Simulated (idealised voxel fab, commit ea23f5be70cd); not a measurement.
process module | voxel plated lines
cross-section cut | 260 nm wide | cells 5 nm
A cross-section is a grid of square cells, given in bands from the top down. A band is one or more rows of cells.
Each band's line starts with the height of the band's top and of its bottom, in nm. Then come its materials from left to right, each with its width in nm. One material with "throughout" fills the band from edge to edge. "air" is empty space.
Height 0 is the level under which the wafer as received is all one material. The lowest band goes on downwards, as in "0 down".
A width such as "30 to 40" changes by the same amount from each row of cells to the next, from the band's top row to its bottom row.
"no change" after a step means that no cell of the cross-section changed.
closed voids: empty space of 8 cells or more with no open way to the top, each as width x height at its distance from the left edge, in nm
after a step's settings: what the simulator itself notes on the step
overlay nm, on a step with a mask: how far to the right of its planned place the mask lay; to the left if negative
plan
1 op RECEIVE | material Si
2 op CONFORMAL_DEP | material SiO2 | thk nm 10
3 op DIRECTIONAL_DEP | material TiN | thk nm 5
4 op PATTERN | tone open | mask id LINES | material resist | width nm 20 | pitch nm 35 | thk nm 35 | overlay nm -15
5 op EPI | material Ru | thk nm 10
6 op EPI | material Ru | thk nm 5
7 op EPI | material Ru | thk nm 5
8 op STRIP | etch materials resist
9 op DIRECTIONAL_ETCH | etch materials TiN | depth nm 5
10 op CONFORMAL_DEP | material SiN | thk nm 5
varied across the wafers: overlay nm of step 4. The plan shows the first wafer's value. All wafers start alike
first wafer as received, after step 1
  0 down: Si throughout
  closed voids: none
each wafer at the end: cells of each material gained (+) or lost (-) since it was received, then its closed voids
overlay nm -15 | +48 Ru | +82 SiN | +104 SiO2 | +12 TiN | closed voids: none
overlay nm -10 | +48 Ru | +82 SiN | +104 SiO2 | +12 TiN | closed voids: none
overlay nm -5 | +48 Ru | +82 SiN | +104 SiO2 | +12 TiN | closed voids: none
overlay nm 0 | +48 Ru | +82 SiN | +104 SiO2 | +12 TiN | closed voids: none
overlay nm 5 | +48 Ru | +82 SiN | +104 SiO2 | +12 TiN | closed voids: none
overlay nm 10 | +48 Ru | +82 SiN | +104 SiO2 | +12 TiN | closed voids: none
overlay nm 15 | +48 Ru | +82 SiN | +104 SiO2 | +12 TiN | closed voids: none
